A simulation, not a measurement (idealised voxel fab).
Process module, titled voxel ribs on slabs
The cross-section on display is named cut; it measures 145 nm wide, and its cells are 5 nm squares.
Reading order for cross-sections: top band down to bottom band. Underlying form: a grid of square cells. Band size: one or more rows of cells.
The entry gives the band's vertical extent as a top height and a bottom height in nm, then its horizontal make-up as materials from left to right, each with a width in nm. "air" stands for empty space; a single material marked "throughout" fills the band edge to edge.
For the purposes of this specification, 0 denotes the height below which the wafer in its as-received condition is composed wholly of one material, and the lowermost band, lacking a lower limit, extends downward without end, as expressed in "from 0 down".
Per-row width for "30 to 40": begins at first number (top row of band), ends at second number (bottom row), increment between rows held constant.
Reading "no change occurred" for a step: not a cell of the cross-section changed in it.
In "Sealed cavities" the enclosed voids are listed, meaning empty spaces of 8 cells or larger without any opening to the top. The form is width x height at distance, distance from the left edge, units nm.
Text after the settings on a step's line: the simulator's own remark on that step.
overlay nm: on a step with a mask, how far right of its planned place the mask lay; negative means left.
Each pair below shows a cross-section before one step and the cross-section after it, down to the lowest band that changed. The line under each pair gives the step between them, with its settings. The pairs can come from different runs of this module on the same starting wafer, so a pair continues from the pair above only where its "Prior to processing" says so.

-- Prior to processing
from 0 down = Si throughout
Sealed cavities: none

-- Resultant Cross-Section
from 25 to 0 = SiO2 throughout
Rest of section, below 0: as before.
Sealed cavities: none
Upper to lower cross-section via DIRECTIONAL_DEP | material SiO2 | thk nm 25

Prior to processing: carried over from the after image of the pair right above.

-- Resultant Cross-Section
from 40 to 25 = polySi throughout
Rest of section, below 25: as before.
Sealed cavities: none
Upper to lower cross-section via DIRECTIONAL_DEP | material polySi | thk nm 15

Prior to processing: carried over from the after image of the pair right above.

-- Resultant Cross-Section
from 55 to 40 = aC throughout
Rest of section, below 40: as before.
Sealed cavities: none
Upper to lower cross-section via DIRECTIONAL_DEP | material aC | thk nm 15

Prior to processing: carried over from the after image of the pair right above.

-- Resultant Cross-Section
from 90 to 55 = air 60 nm / resist 25 nm / air 60 nm
Rest of section, below 55: as before.
Sealed cavities: none
Upper to lower cross-section via PATTERN | tone cover | mask id RIB | material resist | width nm 25 | thk nm 35 | overlay nm 0

Prior to processing: carried over from the after image of the pair right above.

-- Resultant Cross-Section
from 75 to 55 = air 60 nm / resist 25 nm / air 60 nm
from 55 to 40 = air 60 nm / aC 25 nm / air 60 nm
Rest of section, below 40: as before.
Sealed cavities: none
Upper to lower cross-section via DIRECTIONAL_ETCH | etch materials aC | depth nm 15

Prior to processing: carried over from the after image of the pair right above.

-- Resultant Cross-Section
from 55 to 40 = air 60 nm / aC 25 nm / air 60 nm
Rest of section, below 40: as before.
Sealed cavities: none
Upper to lower cross-section via STRIP | etch materials resist

Prior to processing: carried over from the after image of the pair right above.

-- Resultant Cross-Section
from 55 to 40 = air 60 nm / aC 25 nm / air 60 nm
from 40 to 30 = air 60 nm / polySi 25 nm / air 60 nm
Rest of section, below 30: as before.
Sealed cavities: none
Upper to lower cross-section via DIRECTIONAL_ETCH | etch materials polySi | depth nm 10

Prior to processing: carried over from the after image of the pair right above.

-- Resultant Cross-Section
from 40 to 30 = air 60 nm / polySi 25 nm / air 60 nm
Rest of section, below 30: as before.
Sealed cavities: none
Upper to lower cross-section via STRIP | etch materials aC

Prior to processing: carried over from the after image of the pair right above.

-- Resultant Cross-Section
from 55 to 40 = air 45 nm / resist 55 nm / air 45 nm
from 40 to 30 = air 45 nm / resist 15 nm / polySi 25 nm / resist 15 nm / air 45 nm
Rest of section, below 30: as before.
Sealed cavities: none
Upper to lower cross-section via PATTERN | tone cover | mask id SLAB | material resist | width nm 55 | thk nm 15 | overlay nm 0

Prior to processing: carried over from the after image of the pair right above.

-- Resultant Cross-Section
from 55 to 40 = air 45 nm / resist 55 nm / air 45 nm
from 40 to 30 = air 45 nm / resist 15 nm / polySi 25 nm / resist 15 nm / air 45 nm
from 30 to 25 = air 45 nm / polySi 55 nm / air 45 nm
Rest of section, below 25: as before.
Sealed cavities: none
Upper to lower cross-section via DIRECTIONAL_ETCH | etch materials polySi | depth nm 5

Prior to processing: carried over from the after image of the pair right above.

-- Resultant Cross-Section
from 40 to 30 = air 60 nm / polySi 25 nm / air 60 nm
Rest of section, below 30: as before.
Sealed cavities: none
Upper to lower cross-section via STRIP | etch materials resist

Prior to processing: carried over from the after image of the pair right above.

-- Resultant Cross-Section
from 65 to 40 = SiO2 throughout
from 40 to 30 = SiO2 60 nm / polySi 25 nm / SiO2 60 nm
from 30 to 25 = SiO2 45 nm / polySi 55 nm / SiO2 45 nm
Rest of section, below 25: as before.
Sealed cavities: none
Upper to lower cross-section via FILL_DEP | material SiO2 | thk nm 25

Prior to processing: carried over from the after image of the pair right above.

-- Resultant Cross-Section
from 55 to 40 = SiO2 throughout
Rest of section, below 40: as before.
Sealed cavities: none
Upper to lower cross-section via CMP | height nm 55

Prior to processing: carried over from the after image of the pair right above.

-- Resultant Cross-Section
from 60 to 55 = TiN throughout
Rest of section, below 55: as before.
Sealed cavities: none
Upper to lower cross-section via DIRECTIONAL_DEP | material TiN | thk nm 5

Prior to processing: carried over from the after image of the pair right above.

-- Resultant Cross-Section
from 70 to 60 = aC throughout
Rest of section, below 60: as before.
Sealed cavities: none
Upper to lower cross-section via DIRECTIONAL_DEP | material aC | thk nm 10

Prior to processing: carried over from the after image of the pair right above.

-- Resultant Cross-Section
from 95 to 70 = air 55 nm / resist 35 nm / air 55 nm
Rest of section, below 70: as before.
Sealed cavities: none
Upper to lower cross-section via PATTERN | tone cover | mask id HEATER | material resist | width nm 35 | thk nm 25 | overlay nm 0

Prior to processing: carried over from the after image of the pair right above.

-- Resultant Cross-Section
from 85 to 70 = air 55 nm / resist 35 nm / air 55 nm
from 70 to 60 = air 55 nm / aC 35 nm / air 55 nm
Rest of section, below 60: as before.
Sealed cavities: none
Upper to lower cross-section via DIRECTIONAL_ETCH | etch materials aC | depth nm 10

Prior to processing: carried over from the after image of the pair right above.

-- Resultant Cross-Section
from 70 to 60 = air 55 nm / aC 35 nm / air 55 nm
Rest of section, below 60: as before.
Sealed cavities: none
Upper to lower cross-section via STRIP | etch materials resist

Prior to processing: carried over from the after image of the pair right above.

-- Resultant Cross-Section
from 70 to 60 = air 55 nm / aC 35 nm / air 55 nm
from 60 to 55 = air 55 nm / TiN 35 nm / air 55 nm
Rest of section, below 55: as before.
Sealed cavities: none
Upper to lower cross-section via DIRECTIONAL_ETCH | etch materials TiN | depth nm 5

Prior to processing: carried over from the after image of the pair right above.

-- Resultant Cross-Section
from 60 to 55 = air 55 nm / TiN 35 nm / air 55 nm
Rest of section, below 55: as before.
Sealed cavities: none
Upper to lower cross-section via STRIP | etch materials aC

Prior to processing: carried over from the after image of the pair right above.

-- Resultant Cross-Section
from 70 to 65 = air 45 nm / SiN 55 nm / air 45 nm
from 65 to 60 = SiN throughout
from 60 to 55 = SiN 55 nm / TiN 35 nm / SiN 55 nm
Rest of section, below 55: as before.
Sealed cavities: none
Upper to lower cross-section via CONFORMAL_DEP | material SiN | thk nm 10

-- Prior to processing
from 40 to 25 = polySi throughout
from 25 to 0 = SiO2 throughout
from 0 down = Si throughout
Sealed cavities: none

-- Resultant Cross-Section
from 55 to 25 = polySi throughout
Rest of section, below 25: as before.
Sealed cavities: none
Upper to lower cross-section via DIRECTIONAL_DEP | material polySi | thk nm 15

Prior to processing: carried over from the after image of the pair right above.

-- Resultant Cross-Section
from 70 to 55 = aC throughout
Rest of section, below 55: as before.
Sealed cavities: none
Upper to lower cross-section via DIRECTIONAL_DEP | material aC | thk nm 15

Prior to processing: carried over from the after image of the pair right above.

-- Resultant Cross-Section
from 105 to 70 = air 60 nm / resist 25 nm / air 60 nm
Rest of section, below 70: as before.
Sealed cavities: none
Upper to lower cross-section via PATTERN | tone cover | mask id RIB | material resist | width nm 25 | thk nm 35 | overlay nm 0

Prior to processing: carried over from the after image of the pair right above.

-- Resultant Cross-Section
from 90 to 70 = air 60 nm / resist 25 nm / air 60 nm
from 70 to 55 = air 60 nm / aC 25 nm / air 60 nm
Rest of section, below 55: as before.
Sealed cavities: none
Upper to lower cross-section via DIRECTIONAL_ETCH | etch materials aC | depth nm 15

Prior to processing: carried over from the after image of the pair right above.

-- Resultant Cross-Section
from 70 to 55 = air 60 nm / aC 25 nm / air 60 nm
Rest of section, below 55: as before.
Sealed cavities: none
Upper to lower cross-section via STRIP | etch materials resist

Prior to processing: carried over from the after image of the pair right above.

-- Resultant Cross-Section
from 70 to 55 = air 60 nm / aC 25 nm / air 60 nm
from 55 to 45 = air 60 nm / polySi 25 nm / air 60 nm
Rest of section, below 45: as before.
Sealed cavities: none
Upper to lower cross-section via DIRECTIONAL_ETCH | etch materials polySi | depth nm 10

Prior to processing: carried over from the after image of the pair right above.

-- Resultant Cross-Section
from 55 to 45 = air 60 nm / polySi 25 nm / air 60 nm
Rest of section, below 45: as before.
Sealed cavities: none
Upper to lower cross-section via STRIP | etch materials aC

Prior to processing: carried over from the after image of the pair right above.

-- Resultant Cross-Section
from 70 to 55 = air 45 nm / resist 55 nm / air 45 nm
from 55 to 45 = air 45 nm / resist 15 nm / polySi 25 nm / resist 15 nm / air 45 nm
Rest of section, below 45: as before.
Sealed cavities: none
Upper to lower cross-section via PATTERN | tone cover | mask id SLAB | material resist | width nm 55 | thk nm 15 | overlay nm 0

Prior to processing: carried over from the after image of the pair right above.

-- Resultant Cross-Section
from 70 to 55 = air 45 nm / resist 55 nm / air 45 nm
from 55 to 45 = air 45 nm / resist 15 nm / polySi 25 nm / resist 15 nm / air 45 nm
from 45 to 40 = air 45 nm / polySi 55 nm / air 45 nm
Rest of section, below 40: as before.
Sealed cavities: none
Upper to lower cross-section via DIRECTIONAL_ETCH | etch materials polySi | depth nm 5

Prior to processing: carried over from the after image of the pair right above.

-- Resultant Cross-Section
from 55 to 45 = air 60 nm / polySi 25 nm / air 60 nm
Rest of section, below 45: as before.
Sealed cavities: none
Upper to lower cross-section via STRIP | etch materials resist

Prior to processing: carried over from the after image of the pair right above.

-- Resultant Cross-Section
from 80 to 55 = SiO2 throughout
from 55 to 45 = SiO2 60 nm / polySi 25 nm / SiO2 60 nm
from 45 to 40 = SiO2 45 nm / polySi 55 nm / SiO2 45 nm
Rest of section, below 40: as before.
Sealed cavities: none
Upper to lower cross-section via FILL_DEP | material SiO2 | thk nm 25

Prior to processing: carried over from the after image of the pair right above.

-- Resultant Cross-Section
from 55 to 45 = SiO2 60 nm / polySi 25 nm / SiO2 60 nm
Rest of section, below 45: as before.
Sealed cavities: none
Upper to lower cross-section via CMP | height nm 55

Prior to processing: carried over from the after image of the pair right above.

-- Resultant Cross-Section
from 60 to 55 = TiN throughout
Rest of section, below 55: as before.
Sealed cavities: none
Upper to lower cross-section via DIRECTIONAL_DEP | material TiN | thk nm 5

Prior to processing: carried over from the after image of the pair right above.

-- Resultant Cross-Section
from 70 to 60 = aC throughout
Rest of section, below 60: as before.
Sealed cavities: none
Upper to lower cross-section via DIRECTIONAL_DEP | material aC | thk nm 10

Prior to processing: carried over from the after image of the pair right above.

-- Resultant Cross-Section
from 95 to 70 = air 55 nm / resist 35 nm / air 55 nm
Rest of section, below 70: as before.
Sealed cavities: none
Upper to lower cross-section via PATTERN | tone cover | mask id HEATER | material resist | width nm 35 | thk nm 25 | overlay nm 0

Prior to processing: carried over from the after image of the pair right above.

-- Resultant Cross-Section
from 85 to 70 = air 55 nm / resist 35 nm / air 55 nm
from 70 to 60 = air 55 nm / aC 35 nm / air 55 nm
Rest of section, below 60: as before.
Sealed cavities: none
Upper to lower cross-section via DIRECTIONAL_ETCH | etch materials aC | depth nm 10

Prior to processing: carried over from the after image of the pair right above.

-- Resultant Cross-Section
from 70 to 60 = air 55 nm / aC 35 nm / air 55 nm
Rest of section, below 60: as before.
Sealed cavities: none
Upper to lower cross-section via STRIP | etch materials resist

Prior to processing: carried over from the after image of the pair right above.

-- Resultant Cross-Section
from 70 to 60 = air 55 nm / aC 35 nm / air 55 nm
from 60 to 55 = air 55 nm / TiN 35 nm / air 55 nm
Rest of section, below 55: as before.
Sealed cavities: none
Upper to lower cross-section via DIRECTIONAL_ETCH | etch materials TiN | depth nm 5

Prior to processing: carried over from the after image of the pair right above.

-- Resultant Cross-Section
from 60 to 55 = air 55 nm / TiN 35 nm / air 55 nm
Rest of section, below 55: as before.
Sealed cavities: none
Upper to lower cross-section via STRIP | etch materials aC

Prior to processing: carried over from the after image of the pair right above.

-- Resultant Cross-Section
from 70 to 65 = air 45 nm / SiN 55 nm / air 45 nm
from 65 to 60 = SiN throughout
from 60 to 55 = SiN 55 nm / TiN 35 nm / SiN 55 nm
Rest of section, below 55: as before.
Sealed cavities: none
Upper to lower cross-section via CONFORMAL_DEP | material SiN | thk nm 10

-- Prior to processing
from 0 down = Si throughout
Sealed cavities: none

-- Resultant Cross-Section
from 15 to 0 = polySi throughout
Rest of section, below 0: as before.
Sealed cavities: none
Upper to lower cross-section via DIRECTIONAL_DEP | material polySi | thk nm 15

Prior to processing: carried over from the after image of the pair right above.

-- Resultant Cross-Section
from 40 to 15 = SiO2 throughout
Rest of section, below 15: as before.
Sealed cavities: none
Upper to lower cross-section via DIRECTIONAL_DEP | material SiO2 | thk nm 25

Prior to processing: carried over from the after image of the pair right above.

-- Resultant Cross-Section
from 55 to 40 = aC throughout
Rest of section, below 40: as before.
Sealed cavities: none
Upper to lower cross-section via DIRECTIONAL_DEP | material aC | thk nm 15

Prior to processing: carried over from the after image of the pair right above.

-- Resultant Cross-Section
from 90 to 55 = air 60 nm / resist 25 nm / air 60 nm
Rest of section, below 55: as before.
Sealed cavities: none
Upper to lower cross-section via PATTERN | tone cover | mask id RIB | material resist | width nm 25 | thk nm 35 | overlay nm 0

Prior to processing: carried over from the after image of the pair right above.

-- Resultant Cross-Section
from 75 to 55 = air 60 nm / resist 25 nm / air 60 nm
from 55 to 40 = air 60 nm / aC 25 nm / air 60 nm
Rest of section, below 40: as before.
Sealed cavities: none
Upper to lower cross-section via DIRECTIONAL_ETCH | etch materials aC | depth nm 15

Prior to processing: carried over from the after image of the pair right above.

-- Resultant Cross-Section
from 55 to 40 = air 60 nm / aC 25 nm / air 60 nm
Rest of section, below 40: as before.
Sealed cavities: none
Upper to lower cross-section via STRIP | etch materials resist

Prior to processing: carried over from the after image of the pair right above.

-- Resultant Cross-Section
from 40 to 15 = SiO2 throughout
Rest of section, below 15: as before.
Sealed cavities: none
Upper to lower cross-section via STRIP | etch materials aC

Prior to processing: carried over from the after image of the pair right above.

-- Resultant Cross-Section
from 55 to 40 = air 45 nm / resist 55 nm / air 45 nm
Rest of section, below 40: as before.
Sealed cavities: none
Upper to lower cross-section via PATTERN | tone cover | mask id SLAB | material resist | width nm 55 | thk nm 15 | overlay nm 0

Prior to processing: carried over from the after image of the pair right above.

-- Resultant Cross-Section
from 40 to 15 = SiO2 throughout
Rest of section, below 15: as before.
Sealed cavities: none
Upper to lower cross-section via STRIP | etch materials resist

Prior to processing: carried over from the after image of the pair right above.

-- Resultant Cross-Section
from 65 to 15 = SiO2 throughout
Rest of section, below 15: as before.
Sealed cavities: none
Upper to lower cross-section via FILL_DEP | material SiO2 | thk nm 25

Prior to processing: carried over from the after image of the pair right above.

-- Resultant Cross-Section
from 55 to 15 = SiO2 throughout
Rest of section, below 15: as before.
Sealed cavities: none
Upper to lower cross-section via CMP | height nm 55

Prior to processing: carried over from the after image of the pair right above.

-- Resultant Cross-Section
from 60 to 55 = TiN throughout
Rest of section, below 55: as before.
Sealed cavities: none
Upper to lower cross-section via DIRECTIONAL_DEP | material TiN | thk nm 5

Prior to processing: carried over from the after image of the pair right above.

-- Resultant Cross-Section
from 70 to 60 = aC throughout
Rest of section, below 60: as before.
Sealed cavities: none
Upper to lower cross-section via DIRECTIONAL_DEP | material aC | thk nm 10

Prior to processing: carried over from the after image of the pair right above.

-- Resultant Cross-Section
from 95 to 70 = air 55 nm / resist 35 nm / air 55 nm
Rest of section, below 70: as before.
Sealed cavities: none
Upper to lower cross-section via PATTERN | tone cover | mask id HEATER | material resist | width nm 35 | thk nm 25 | overlay nm 0

Prior to processing: carried over from the after image of the pair right above.

-- Resultant Cross-Section
from 85 to 70 = air 55 nm / resist 35 nm / air 55 nm
from 70 to 60 = air 55 nm / aC 35 nm / air 55 nm
Rest of section, below 60: as before.
Sealed cavities: none
Upper to lower cross-section via DIRECTIONAL_ETCH | etch materials aC | depth nm 10

Prior to processing: carried over from the after image of the pair right above.

-- Resultant Cross-Section
from 70 to 60 = air 55 nm / aC 35 nm / air 55 nm
Rest of section, below 60: as before.
Sealed cavities: none
Upper to lower cross-section via STRIP | etch materials resist

Prior to processing: carried over from the after image of the pair right above.

-- Resultant Cross-Section
from 70 to 60 = air 55 nm / aC 35 nm / air 55 nm
from 60 to 55 = air 55 nm / TiN 35 nm / air 55 nm
Rest of section, below 55: as before.
Sealed cavities: none
Upper to lower cross-section via DIRECTIONAL_ETCH | etch materials TiN | depth nm 5

Prior to processing: carried over from the after image of the pair right above.

-- Resultant Cross-Section
from 60 to 55 = air 55 nm / TiN 35 nm / air 55 nm
Rest of section, below 55: as before.
Sealed cavities: none
Upper to lower cross-section via STRIP | etch materials aC

Prior to processing: carried over from the after image of the pair right above.

-- Resultant Cross-Section
from 70 to 65 = air 45 nm / SiN 55 nm / air 45 nm
from 65 to 60 = SiN throughout
from 60 to 55 = SiN 55 nm / TiN 35 nm / SiN 55 nm
Rest of section, below 55: as before.
Sealed cavities: none
Upper to lower cross-section via CONFORMAL_DEP | material SiN | thk nm 10

-- Prior to processing
from 65 to 40 = SiO2 throughout
from 40 to 30 = SiO2 60 nm / polySi 25 nm / SiO2 60 nm
from 30 to 25 = SiO2 45 nm / polySi 55 nm / SiO2 45 nm
from 25 to 0 = SiO2 throughout
from 0 down = Si throughout
Sealed cavities: none

-- Resultant Cross-Section
from 50 to 40 = SiO2 throughout
Rest of section, below 40: as before.
Sealed cavities: none
Upper to lower cross-section via CMP | height nm 50

Prior to processing: carried over from the after image of the pair right above.

-- Resultant Cross-Section
from 55 to 50 = TiN throughout
Rest of section, below 50: as before.
Sealed cavities: none
Upper to lower cross-section via DIRECTIONAL_DEP | material TiN | thk nm 5

Prior to processing: carried over from the after image of the pair right above.

-- Resultant Cross-Section
from 65 to 55 = aC throughout
Rest of section, below 55: as before.
Sealed cavities: none
Upper to lower cross-section via DIRECTIONAL_DEP | material aC | thk nm 10

Prior to processing: carried over from the after image of the pair right above.

-- Resultant Cross-Section
from 90 to 65 = air 55 nm / resist 35 nm / air 55 nm
Rest of section, below 65: as before.
Sealed cavities: none
Upper to lower cross-section via PATTERN | tone cover | mask id HEATER | material resist | width nm 35 | thk nm 25 | overlay nm 0

Prior to processing: carried over from the after image of the pair right above.

-- Resultant Cross-Section
from 80 to 65 = air 55 nm / resist 35 nm / air 55 nm
from 65 to 55 = air 55 nm / aC 35 nm / air 55 nm
Rest of section, below 55: as before.
Sealed cavities: none
Upper to lower cross-section via DIRECTIONAL_ETCH | etch materials aC | depth nm 10

Prior to processing: carried over from the after image of the pair right above.

-- Resultant Cross-Section
from 65 to 55 = air 55 nm / aC 35 nm / air 55 nm
Rest of section, below 55: as before.
Sealed cavities: none
Upper to lower cross-section via STRIP | etch materials resist

Prior to processing: carried over from the after image of the pair right above.

-- Resultant Cross-Section
from 65 to 55 = air 55 nm / aC 35 nm / air 55 nm
from 55 to 50 = air 55 nm / TiN 35 nm / air 55 nm
Rest of section, below 50: as before.
Sealed cavities: none
Upper to lower cross-section via DIRECTIONAL_ETCH | etch materials TiN | depth nm 5

Prior to processing: carried over from the after image of the pair right above.

-- Resultant Cross-Section
from 55 to 50 = air 55 nm / TiN 35 nm / air 55 nm
Rest of section, below 50: as before.
Sealed cavities: none
Upper to lower cross-section via STRIP | etch materials aC

Prior to processing: carried over from the after image of the pair right above.

-- Resultant Cross-Section
from 65 to 60 = air 45 nm / SiN 55 nm / air 45 nm
from 60 to 55 = SiN throughout
from 55 to 50 = SiN 55 nm / TiN 35 nm / SiN 55 nm
Rest of section, below 50: as before.
Sealed cavities: none
Upper to lower cross-section via CONFORMAL_DEP | material SiN | thk nm 10

-- Prior to processing
from 40 to 30 = air 60 nm / polySi 25 nm / air 60 nm
from 30 to 25 = polySi throughout
from 25 to 0 = SiO2 throughout
from 0 down = Si throughout
Sealed cavities: none

-- Resultant Cross-Section
from 55 to 40 = air 40 nm / resist 65 nm / air 40 nm
from 40 to 30 = air 40 nm / resist 20 nm / polySi 25 nm / resist 20 nm / air 40 nm
Rest of section, below 30: as before.
Sealed cavities: none
Upper to lower cross-section via PATTERN | tone cover | mask id SLAB | material resist | width nm 65 | thk nm 15 | overlay nm 0

Prior to processing: carried over from the after image of the pair right above.

-- Resultant Cross-Section
from 55 to 40 = air 40 nm / resist 65 nm / air 40 nm
from 40 to 30 = air 40 nm / resist 20 nm / polySi 25 nm / resist 20 nm / air 40 nm
from 30 to 25 = air 40 nm / polySi 65 nm / air 40 nm
Rest of section, below 25: as before.
Sealed cavities: none
Upper to lower cross-section via DIRECTIONAL_ETCH | etch materials polySi | depth nm 5

Prior to processing: carried over from the after image of the pair right above.

-- Resultant Cross-Section
from 40 to 30 = air 60 nm / polySi 25 nm / air 60 nm
Rest of section, below 30: as before.
Sealed cavities: none
Upper to lower cross-section via STRIP | etch materials resist

Prior to processing: carried over from the after image of the pair right above.

-- Resultant Cross-Section
from 65 to 40 = SiO2 throughout
from 40 to 30 = SiO2 60 nm / polySi 25 nm / SiO2 60 nm
from 30 to 25 = SiO2 40 nm / polySi 65 nm / SiO2 40 nm
Rest of section, below 25: as before.
Sealed cavities: none
Upper to lower cross-section via FILL_DEP | material SiO2 | thk nm 25

Prior to processing: carried over from the after image of the pair right above.

-- Resultant Cross-Section
from 55 to 40 = SiO2 throughout
Rest of section, below 40: as before.
Sealed cavities: none
Upper to lower cross-section via CMP | height nm 55

Prior to processing: carried over from the after image of the pair right above.

-- Resultant Cross-Section
from 60 to 55 = TiN throughout
Rest of section, below 55: as before.
Sealed cavities: none
Upper to lower cross-section via DIRECTIONAL_DEP | material TiN | thk nm 5

Prior to processing: carried over from the after image of the pair right above.

-- Resultant Cross-Section
from 70 to 60 = aC throughout
Rest of section, below 60: as before.
Sealed cavities: none
Upper to lower cross-section via DIRECTIONAL_DEP | material aC | thk nm 10

Prior to processing: carried over from the after image of the pair right above.

-- Resultant Cross-Section
from 95 to 70 = air 55 nm / resist 35 nm / air 55 nm
Rest of section, below 70: as before.
Sealed cavities: none
Upper to lower cross-section via PATTERN | tone cover | mask id HEATER | material resist | width nm 35 | thk nm 25 | overlay nm 0

Prior to processing: carried over from the after image of the pair right above.

-- Resultant Cross-Section
from 85 to 70 = air 55 nm / resist 35 nm / air 55 nm
from 70 to 60 = air 55 nm / aC 35 nm / air 55 nm
Rest of section, below 60: as before.
Sealed cavities: none
Upper to lower cross-section via DIRECTIONAL_ETCH | etch materials aC | depth nm 10

Prior to processing: carried over from the after image of the pair right above.

-- Resultant Cross-Section
from 70 to 60 = air 55 nm / aC 35 nm / air 55 nm
Rest of section, below 60: as before.
Sealed cavities: none
Upper to lower cross-section via STRIP | etch materials resist

Prior to processing: carried over from the after image of the pair right above.

-- Resultant Cross-Section
from 70 to 60 = air 55 nm / aC 35 nm / air 55 nm
from 60 to 55 = air 55 nm / TiN 35 nm / air 55 nm
Rest of section, below 55: as before.
Sealed cavities: none
Upper to lower cross-section via DIRECTIONAL_ETCH | etch materials TiN | depth nm 5

Prior to processing: carried over from the after image of the pair right above.

-- Resultant Cross-Section
from 60 to 55 = air 55 nm / TiN 35 nm / air 55 nm
Rest of section, below 55: as before.
Sealed cavities: none
Upper to lower cross-section via STRIP | etch materials aC

Prior to processing: carried over from the after image of the pair right above.

-- Resultant Cross-Section
from 70 to 65 = air 45 nm / SiN 55 nm / air 45 nm
from 65 to 60 = SiN throughout
from 60 to 55 = SiN 55 nm / TiN 35 nm / SiN 55 nm
Rest of section, below 55: as before.
Sealed cavities: none
Upper to lower cross-section via CONFORMAL_DEP | material SiN | thk nm 10

-- Prior to processing
from 40 to 30 = air 60 nm / polySi 25 nm / air 60 nm
from 30 to 25 = polySi throughout
from 25 to 0 = SiO2 throughout
from 0 down = Si throughout
Sealed cavities: none

-- Resultant Cross-Section
from 55 to 40 = air 40 nm / resist 55 nm / air 50 nm
from 40 to 30 = air 40 nm / resist 20 nm / polySi 25 nm / resist 10 nm / air 50 nm
Rest of section, below 30: as before.
Sealed cavities: none
Upper to lower cross-section via PATTERN | tone cover | mask id SLAB | material resist | width nm 55 | thk nm 15 | overlay nm -5

Prior to processing: carried over from the after image of the pair right above.

-- Resultant Cross-Section
from 55 to 40 = air 40 nm / resist 55 nm / air 50 nm
from 40 to 30 = air 40 nm / resist 20 nm / polySi 25 nm / resist 10 nm / air 50 nm
from 30 to 25 = air 40 nm / polySi 55 nm / air 50 nm
Rest of section, below 25: as before.
Sealed cavities: none
Upper to lower cross-section via DIRECTIONAL_ETCH | etch materials polySi | depth nm 5

Prior to processing: carried over from the after image of the pair right above.

-- Resultant Cross-Section
from 40 to 30 = air 60 nm / polySi 25 nm / air 60 nm
Rest of section, below 30: as before.
Sealed cavities: none
Upper to lower cross-section via STRIP | etch materials resist

Prior to processing: carried over from the after image of the pair right above.

-- Resultant Cross-Section
from 65 to 40 = SiO2 throughout
from 40 to 30 = SiO2 60 nm / polySi 25 nm / SiO2 60 nm
from 30 to 25 = SiO2 40 nm / polySi 55 nm / SiO2 50 nm
Rest of section, below 25: as before.
Sealed cavities: none
Upper to lower cross-section via FILL_DEP | material SiO2 | thk nm 25

Prior to processing: carried over from the after image of the pair right above.

-- Resultant Cross-Section
from 55 to 40 = SiO2 throughout
Rest of section, below 40: as before.
Sealed cavities: none
Upper to lower cross-section via CMP | height nm 55

Prior to processing: carried over from the after image of the pair right above.

-- Resultant Cross-Section
from 60 to 55 = TiN throughout
Rest of section, below 55: as before.
Sealed cavities: none
Upper to lower cross-section via DIRECTIONAL_DEP | material TiN | thk nm 5

Prior to processing: carried over from the after image of the pair right above.

-- Resultant Cross-Section
from 70 to 60 = aC throughout
Rest of section, below 60: as before.
Sealed cavities: none
Upper to lower cross-section via DIRECTIONAL_DEP | material aC | thk nm 10

Prior to processing: carried over from the after image of the pair right above.

-- Resultant Cross-Section
from 95 to 70 = air 55 nm / resist 35 nm / air 55 nm
Rest of section, below 70: as before.
Sealed cavities: none
Upper to lower cross-section via PATTERN | tone cover | mask id HEATER | material resist | width nm 35 | thk nm 25 | overlay nm 0

Prior to processing: carried over from the after image of the pair right above.

-- Resultant Cross-Section
from 85 to 70 = air 55 nm / resist 35 nm / air 55 nm
from 70 to 60 = air 55 nm / aC 35 nm / air 55 nm
Rest of section, below 60: as before.
Sealed cavities: none
Upper to lower cross-section via DIRECTIONAL_ETCH | etch materials aC | depth nm 10

Prior to processing: carried over from the after image of the pair right above.

-- Resultant Cross-Section
from 70 to 60 = air 55 nm / aC 35 nm / air 55 nm
Rest of section, below 60: as before.
Sealed cavities: none
Upper to lower cross-section via STRIP | etch materials resist

Prior to processing: carried over from the after image of the pair right above.

-- Resultant Cross-Section
from 70 to 60 = air 55 nm / aC 35 nm / air 55 nm
from 60 to 55 = air 55 nm / TiN 35 nm / air 55 nm
Rest of section, below 55: as before.
Sealed cavities: none
Upper to lower cross-section via DIRECTIONAL_ETCH | etch materials TiN | depth nm 5

Prior to processing: carried over from the after image of the pair right above.

-- Resultant Cross-Section
from 60 to 55 = air 55 nm / TiN 35 nm / air 55 nm
Rest of section, below 55: as before.
Sealed cavities: none
Upper to lower cross-section via STRIP | etch materials aC

Prior to processing: carried over from the after image of the pair right above.

-- Resultant Cross-Section
from 70 to 65 = air 45 nm / SiN 55 nm / air 45 nm
from 65 to 60 = SiN throughout
from 60 to 55 = SiN 55 nm / TiN 35 nm / SiN 55 nm
Rest of section, below 55: as before.
Sealed cavities: none
Upper to lower cross-section via CONFORMAL_DEP | material SiN | thk nm 10

-- Prior to processing
from 55 to 40 = SiO2 throughout
from 40 to 30 = SiO2 60 nm / polySi 25 nm / SiO2 60 nm
from 30 to 25 = SiO2 45 nm / polySi 55 nm / SiO2 45 nm
from 25 to 0 = SiO2 throughout
from 0 down = Si throughout
Sealed cavities: none

-- Resultant Cross-Section
from 60 to 40 = SiO2 throughout
Rest of section, below 40: as before.
Sealed cavities: none
Upper to lower cross-section via DIRECTIONAL_DEP | material SiO2 | thk nm 5

Prior to processing: carried over from the after image of the pair right above.

-- Resultant Cross-Section
from 70 to 60 = aC throughout
Rest of section, below 60: as before.
Sealed cavities: none
Upper to lower cross-section via DIRECTIONAL_DEP | material aC | thk nm 10

Prior to processing: carried over from the after image of the pair right above.

-- Resultant Cross-Section
from 95 to 70 = air 55 nm / resist 35 nm / air 55 nm
Rest of section, below 70: as before.
Sealed cavities: none
Upper to lower cross-section via PATTERN | tone cover | mask id HEATER | material resist | width nm 35 | thk nm 25 | overlay nm 0

Prior to processing: carried over from the after image of the pair right above.

-- Resultant Cross-Section
from 85 to 70 = air 55 nm / resist 35 nm / air 55 nm
from 70 to 60 = air 55 nm / aC 35 nm / air 55 nm
Rest of section, below 60: as before.
Sealed cavities: none
Upper to lower cross-section via DIRECTIONAL_ETCH | etch materials aC | depth nm 10

Prior to processing: carried over from the after image of the pair right above.

-- Resultant Cross-Section
from 70 to 60 = air 55 nm / aC 35 nm / air 55 nm
Rest of section, below 60: as before.
Sealed cavities: none
Upper to lower cross-section via STRIP | etch materials resist

Prior to processing: carried over from the after image of the pair right above.

-- Resultant Cross-Section
from 60 to 40 = SiO2 throughout
Rest of section, below 40: as before.
Sealed cavities: none
Upper to lower cross-section via STRIP | etch materials aC

Prior to processing: carried over from the after image of the pair right above.

-- Resultant Cross-Section
from 70 to 60 = SiN throughout
Rest of section, below 60: as before.
Sealed cavities: none
Upper to lower cross-section via CONFORMAL_DEP | material SiN | thk nm 10
